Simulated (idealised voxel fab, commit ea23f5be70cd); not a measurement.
process module | voxel capacitor over wiring
cross-section cut | 190 nm wide | cells 5 nm
A cross-section is a grid of square cells, given in bands from the top down. A band is one or more rows of cells.
Each band's line starts with the height of the band's top and of its bottom, in nm. Then come its materials from left to right, each with its width in nm. One material with "throughout" fills the band from edge to edge. "air" is empty space.
Height 0 is the level under which the wafer as received is all one material. The lowest band goes on downwards, as in "0 down".
A width such as "30 to 40" changes by the same amount from each row of cells to the next, from the band's top row to its bottom row.
"no change" after a step means that no cell of the cross-section changed.
closed voids: empty space of 8 cells or more with no open way to the top, each as width x height at its distance from the left edge, in nm
after a step's settings: what the simulator itself notes on the step
overlay nm, on a step with a mask: how far to the right of its planned place the mask lay; to the left if negative
plan
1 op RECEIVE | material Si
2 op CONFORMAL_DEP | material SiO2 | thk nm 10
3 op CONFORMAL_DEP | material SiCN | thk nm 5
4 op DIRECTIONAL_DEP | material SiO2 | thk nm 20
5 op MASKED_ETCH | tone open | mask id METAL_1 | width nm 25 | pitch nm 75 | etch materials SiO2 | depth nm 20 | overlay nm 0
6 op MASKED_ETCH | tone open | mask id METAL_1 | width nm 25 | pitch nm 75 | etch materials SiCN | depth nm 5 | overlay nm 0
7 op CONFORMAL_DEP | material TiN | thk nm 5
8 op FILL_DEP | material Ru | thk nm 10
9 op CMP | height nm 35
10 op CONFORMAL_DEP | material SiCN | thk nm 5
11 op DIRECTIONAL_DEP | material SiO2 | thk nm 20
12 op PATTERN | tone open | mask id PLUG_1 | material resist | width nm 15 | thk nm 15 | overlay nm 0
13 op DIRECTIONAL_ETCH | etch materials SiO2 | depth nm 20
14 op DIRECTIONAL_ETCH | etch materials SiCN | depth nm 5
15 op STRIP | etch materials resist
16 op EPI | material Ru | thk nm 10
17 op EPI | material Ru | thk nm 10
18 op EPI | material Ru | thk nm 5
19 op DIRECTIONAL_DEP | material TiN | thk nm 5
20 op DIRECTIONAL_DEP | material SiN | thk nm 5
21 op DIRECTIONAL_DEP | material TiN | thk nm 10
22 op DIRECTIONAL_DEP | material aC | thk nm 10
23 op PATTERN | tone cover | mask id UPPER_PLATE | material resist | width nm 55 | thk nm 30 | overlay nm 0
24 op DIRECTIONAL_ETCH | etch materials aC | depth nm 10
25 op STRIP | etch materials resist
26 op DIRECTIONAL_ETCH | etch materials TiN | depth nm 10
27 op DIRECTIONAL_ETCH | etch materials SiN | depth nm 5
28 op STRIP | etch materials aC
29 op DIRECTIONAL_DEP | material aC | thk nm 10
30 op PATTERN | tone cover | mask id LOWER_PLATE | material resist | width nm 65 | thk nm 30 | overlay nm 0
31 op DIRECTIONAL_ETCH | etch materials aC | depth nm 10
32 op STRIP | etch materials resist
33 op DIRECTIONAL_ETCH | etch materials TiN | depth nm 5
34 op STRIP | etch materials aC
35 op FILL_DEP | material SiO2 | thk nm 20
36 op CMP | height nm 95
37 op MASKED_ETCH | tone open | mask id PLUG_2 | width nm 15 | etch materials SiO2 | depth nm 15 | overlay nm 0
38 op CONFORMAL_DEP | material TiN | thk nm 5
39 op FILL_DEP | material Ru | thk nm 5
40 op CMP | height nm 95
41 op CONFORMAL_DEP | material SiN | thk nm 5
first wafer, as planned
as received, after step 1
  0 down: Si throughout
  closed voids: none
after step 2
  10 to 0: SiO2 throughout
  below 0: unchanged
after step 3
  15 to 10: SiCN throughout
  below 10: unchanged
after step 4
  35 to 15: SiO2 throughout
  below 15: unchanged
after step 5
  35 to 15: SiO2 45 | air 25 | SiO2 50 | air 25 | SiO2 45
  below 15: unchanged
after step 6
  35 to 15: SiO2 45 | air 25 | SiO2 50 | air 25 | SiO2 45
  15 to 10: SiCN 45 | air 25 | SiCN 50 | air 25 | SiCN 45
  below 10: unchanged
after step 7
  40 to 35: TiN 50 | air 15 | TiN 60 | air 15 | TiN 50
  35 to 15: SiO2 45 | TiN 5 | air 15 | TiN 5 | SiO2 50 | TiN 5 | air 15 | TiN 5 | SiO2 45
  15 to 10: SiCN 45 | TiN 25 | SiCN 50 | TiN 25 | SiCN 45
  below 10: unchanged
after step 8
  50 to 40: Ru throughout
  40 to 35: TiN 50 | Ru 15 | TiN 60 | Ru 15 | TiN 50
  35 to 15: SiO2 45 | TiN 5 | Ru 15 | TiN 5 | SiO2 50 | TiN 5 | Ru 15 | TiN 5 | SiO2 45
  below 15: unchanged
after step 9
  35 to 15: SiO2 45 | TiN 5 | Ru 15 | TiN 5 | SiO2 50 | TiN 5 | Ru 15 | TiN 5 | SiO2 45
  below 15: unchanged
after step 10
  40 to 35: SiCN throughout
  below 35: unchanged
after step 11
  60 to 40: SiO2 throughout
  below 40: unchanged
after step 12
  75 to 60: resist 55 | air 15 | resist 120
  below 60: unchanged
after step 13
  75 to 60: resist 55 | air 15 | resist 120
  60 to 40: SiO2 55 | air 15 | SiO2 120
  below 40: unchanged
after step 14
  75 to 60: resist 55 | air 15 | resist 120
  60 to 40: SiO2 55 | air 15 | SiO2 120
  40 to 35: SiCN 55 | air 15 | SiCN 120
  below 35: unchanged
after step 15
  60 to 40: SiO2 55 | air 15 | SiO2 120
  below 40: unchanged
after step 16
  60 to 45: SiO2 55 | air 15 | SiO2 120
  45 to 40: SiO2 55 | Ru 15 | SiO2 120
  40 to 35: SiCN 55 | Ru 15 | SiCN 120
  below 35: unchanged
after step 17
  60 to 55: SiO2 55 | air 15 | SiO2 120
  55 to 40: SiO2 55 | Ru 15 | SiO2 120
  below 40: unchanged
after step 18
  60 to 40: SiO2 55 | Ru 15 | SiO2 120
  below 40: unchanged
after step 19
  65 to 60: TiN throughout
  below 60: unchanged
after step 20
  70 to 65: SiN throughout
  below 65: unchanged
after step 21
  80 to 70: TiN throughout
  below 70: unchanged
after step 22
  90 to 80: aC throughout
  below 80: unchanged
after step 23
  120 to 90: air 55 | resist 55 | air 80
  below 90: unchanged
after step 24
  110 to 90: air 55 | resist 55 | air 80
  90 to 80: air 55 | aC 55 | air 80
  below 80: unchanged
after step 25
  90 to 80: air 55 | aC 55 | air 80
  below 80: unchanged
after step 26
  90 to 80: air 55 | aC 55 | air 80
  80 to 70: air 55 | TiN 55 | air 80
  below 70: unchanged
after step 27
  90 to 80: air 55 | aC 55 | air 80
  80 to 70: air 55 | TiN 55 | air 80
  70 to 65: air 55 | SiN 55 | air 80
  below 65: unchanged
after step 28
  80 to 70: air 55 | TiN 55 | air 80
  below 70: unchanged
after step 29
  90 to 80: air 55 | aC 55 | air 80
  80 to 75: air 55 | TiN 55 | air 80
  75 to 70: aC 55 | TiN 55 | aC 80
  70 to 65: aC 55 | SiN 55 | aC 80
  below 65: unchanged
after step 30
  120 to 90: air 50 | resist 65 | air 75
  90 to 80: air 50 | resist 5 | aC 55 | resist 5 | air 75
  80 to 75: air 50 | resist 5 | TiN 55 | resist 5 | air 75
  below 75: unchanged
after step 31
  110 to 90: air 50 | resist 65 | air 75
  90 to 80: air 50 | resist 5 | aC 55 | resist 5 | air 75
  80 to 75: air 50 | resist 5 | TiN 55 | resist 5 | air 75
  75 to 70: air 50 | aC 5 | TiN 55 | aC 5 | air 75
  70 to 65: air 50 | aC 5 | SiN 55 | aC 5 | air 75
  below 65: unchanged
after step 32
  90 to 80: air 55 | aC 55 | air 80
  80 to 75: air 55 | TiN 55 | air 80
  below 75: unchanged
after step 33
  90 to 80: air 55 | aC 55 | air 80
  80 to 75: air 55 | TiN 55 | air 80
  75 to 70: air 50 | aC 5 | TiN 55 | aC 5 | air 75
  70 to 65: air 50 | aC 5 | SiN 55 | aC 5 | air 75
  65 to 60: air 50 | TiN 65 | air 75
  below 60: unchanged
after step 34
  80 to 70: air 55 | TiN 55 | air 80
  70 to 65: air 55 | SiN 55 | air 80
  below 65: unchanged
after step 35
  100 to 80: SiO2 throughout
  80 to 70: SiO2 55 | TiN 55 | SiO2 80
  70 to 65: SiO2 55 | SiN 55 | SiO2 80
  65 to 60: SiO2 50 | TiN 65 | SiO2 75
  below 60: unchanged
after step 36
  95 to 80: SiO2 throughout
  below 80: unchanged
after step 37
  95 to 80: SiO2 65 | air 15 | SiO2 110
  below 80: unchanged
after step 38
  100 to 95: TiN 70 | air 5 | TiN 115
  95 to 85: SiO2 65 | TiN 5 | air 5 | TiN 5 | SiO2 110
  85 to 80: SiO2 65 | TiN 15 | SiO2 110
  below 80: unchanged
after step 39
  105 to 100: Ru throughout
  100 to 95: TiN 70 | Ru 5 | TiN 115
  95 to 85: SiO2 65 | TiN 5 | Ru 5 | TiN 5 | SiO2 110
  below 85: unchanged
after step 40
  95 to 85: SiO2 65 | TiN 5 | Ru 5 | TiN 5 | SiO2 110
  below 85: unchanged
after step 41
  100 to 95: SiN throughout
  below 95: unchanged
second wafer: like start, like plan, one mistake. Through step 2 it matches the first wafer
when step 3 should have ended: no change
when step 4 should have ended
  30 to 0: SiO2 throughout
  below 0: unchanged
when step 5 should have ended
  30 to 10: SiO2 45 | air 25 | SiO2 50 | air 25 | SiO2 45
  below 10: unchanged
when step 6 should have ended: no change
when step 7 should have ended
  35 to 30: TiN 50 | air 15 | TiN 60 | air 15 | TiN 50
  30 to 15: SiO2 45 | TiN 5 | air 15 | TiN 5 | SiO2 50 | TiN 5 | air 15 | TiN 5 | SiO2 45
  15 to 10: SiO2 45 | TiN 25 | SiO2 50 | TiN 25 | SiO2 45
  below 10: unchanged
when step 8 should have ended
  45 to 35: Ru throughout
  35 to 30: TiN 50 | Ru 15 | TiN 60 | Ru 15 | TiN 50
  30 to 15: SiO2 45 | TiN 5 | Ru 15 | TiN 5 | SiO2 50 | TiN 5 | Ru 15 | TiN 5 | SiO2 45
  below 15: unchanged
when step 9 should have ended
  35 to 30: TiN 50 | Ru 15 | TiN 60 | Ru 15 | TiN 50
  below 30: unchanged
when step 10 should have ended
  40 to 35: SiCN throughout
  below 35: unchanged
when step 11 should have ended
  60 to 40: SiO2 throughout
  below 40: unchanged
when step 12 should have ended
  75 to 60: resist 55 | air 15 | resist 120
  below 60: unchanged
when step 13 should have ended
  75 to 60: resist 55 | air 15 | resist 120
  60 to 40: SiO2 55 | air 15 | SiO2 120
  below 40: unchanged
when step 14 should have ended
  75 to 60: resist 55 | air 15 | resist 120
  60 to 40: SiO2 55 | air 15 | SiO2 120
  40 to 35: SiCN 55 | air 15 | SiCN 120
  below 35: unchanged
when step 15 should have ended
  60 to 40: SiO2 55 | air 15 | SiO2 120
  below 40: unchanged
when step 16 should have ended
  60 to 45: SiO2 55 | air 15 | SiO2 120
  45 to 40: SiO2 55 | Ru 15 | SiO2 120
  40 to 35: SiCN 55 | Ru 15 | SiCN 120
  below 35: unchanged
when step 17 should have ended
  60 to 55: SiO2 55 | air 15 | SiO2 120
  55 to 40: SiO2 55 | Ru 15 | SiO2 120
  below 40: unchanged
when step 18 should have ended
  60 to 40: SiO2 55 | Ru 15 | SiO2 120
  below 40: unchanged
when step 19 should have ended
  65 to 60: TiN throughout
  below 60: unchanged
when step 20 should have ended
  70 to 65: SiN throughout
  below 65: unchanged
when step 21 should have ended
  80 to 70: TiN throughout
  below 70: unchanged
when step 22 should have ended
  90 to 80: aC throughout
  below 80: unchanged
when step 23 should have ended
  120 to 90: air 55 | resist 55 | air 80
  below 90: unchanged
when step 24 should have ended
  110 to 90: air 55 | resist 55 | air 80
  90 to 80: air 55 | aC 55 | air 80
  below 80: unchanged
when step 25 should have ended
  90 to 80: air 55 | aC 55 | air 80
  below 80: unchanged
when step 26 should have ended
  90 to 80: air 55 | aC 55 | air 80
  80 to 70: air 55 | TiN 55 | air 80
  below 70: unchanged
when step 27 should have ended
  90 to 80: air 55 | aC 55 | air 80
  80 to 70: air 55 | TiN 55 | air 80
  70 to 65: air 55 | SiN 55 | air 80
  below 65: unchanged
when step 28 should have ended
  80 to 70: air 55 | TiN 55 | air 80
  below 70: unchanged
when step 29 should have ended
  90 to 80: air 55 | aC 55 | air 80
  80 to 75: air 55 | TiN 55 | air 80
  75 to 70: aC 55 | TiN 55 | aC 80
  70 to 65: aC 55 | SiN 55 | aC 80
  below 65: unchanged
when step 30 should have ended
  120 to 90: air 50 | resist 65 | air 75
  90 to 80: air 50 | resist 5 | aC 55 | resist 5 | air 75
  80 to 75: air 50 | resist 5 | TiN 55 | resist 5 | air 75
  below 75: unchanged
when step 31 should have ended
  110 to 90: air 50 | resist 65 | air 75
  90 to 80: air 50 | resist 5 | aC 55 | resist 5 | air 75
  80 to 75: air 50 | resist 5 | TiN 55 | resist 5 | air 75
  75 to 70: air 50 | aC 5 | TiN 55 | aC 5 | air 75
  70 to 65: air 50 | aC 5 | SiN 55 | aC 5 | air 75
  below 65: unchanged
when step 32 should have ended
  90 to 80: air 55 | aC 55 | air 80
  80 to 75: air 55 | TiN 55 | air 80
  below 75: unchanged
when step 33 should have ended
  90 to 80: air 55 | aC 55 | air 80
  80 to 75: air 55 | TiN 55 | air 80
  75 to 70: air 50 | aC 5 | TiN 55 | aC 5 | air 75
  70 to 65: air 50 | aC 5 | SiN 55 | aC 5 | air 75
  65 to 60: air 50 | TiN 65 | air 75
  below 60: unchanged
when step 34 should have ended
  80 to 70: air 55 | TiN 55 | air 80
  70 to 65: air 55 | SiN 55 | air 80
  below 65: unchanged
when step 35 should have ended
  100 to 80: SiO2 throughout
  80 to 70: SiO2 55 | TiN 55 | SiO2 80
  70 to 65: SiO2 55 | SiN 55 | SiO2 80
  65 to 60: SiO2 50 | TiN 65 | SiO2 75
  below 60: unchanged
when step 36 should have ended
  95 to 80: SiO2 throughout
  below 80: unchanged
when step 37 should have ended
  95 to 80: SiO2 65 | air 15 | SiO2 110
  below 80: unchanged
when step 38 should have ended
  100 to 95: TiN 70 | air 5 | TiN 115
  95 to 85: SiO2 65 | TiN 5 | air 5 | TiN 5 | SiO2 110
  85 to 80: SiO2 65 | TiN 15 | SiO2 110
  below 80: unchanged
when step 39 should have ended
  105 to 100: Ru throughout
  100 to 95: TiN 70 | Ru 5 | TiN 115
  95 to 85: SiO2 65 | TiN 5 | Ru 5 | TiN 5 | SiO2 110
  below 85: unchanged
when step 40 should have ended
  95 to 85: SiO2 65 | TiN 5 | Ru 5 | TiN 5 | SiO2 110
  below 85: unchanged
when step 41 should have ended
  100 to 95: SiN throughout
  below 95: unchanged
what went wrong: step 3 was left out
at the end the second wafer has, in cells: 28 fewer of SiCN | 28 more of TiN
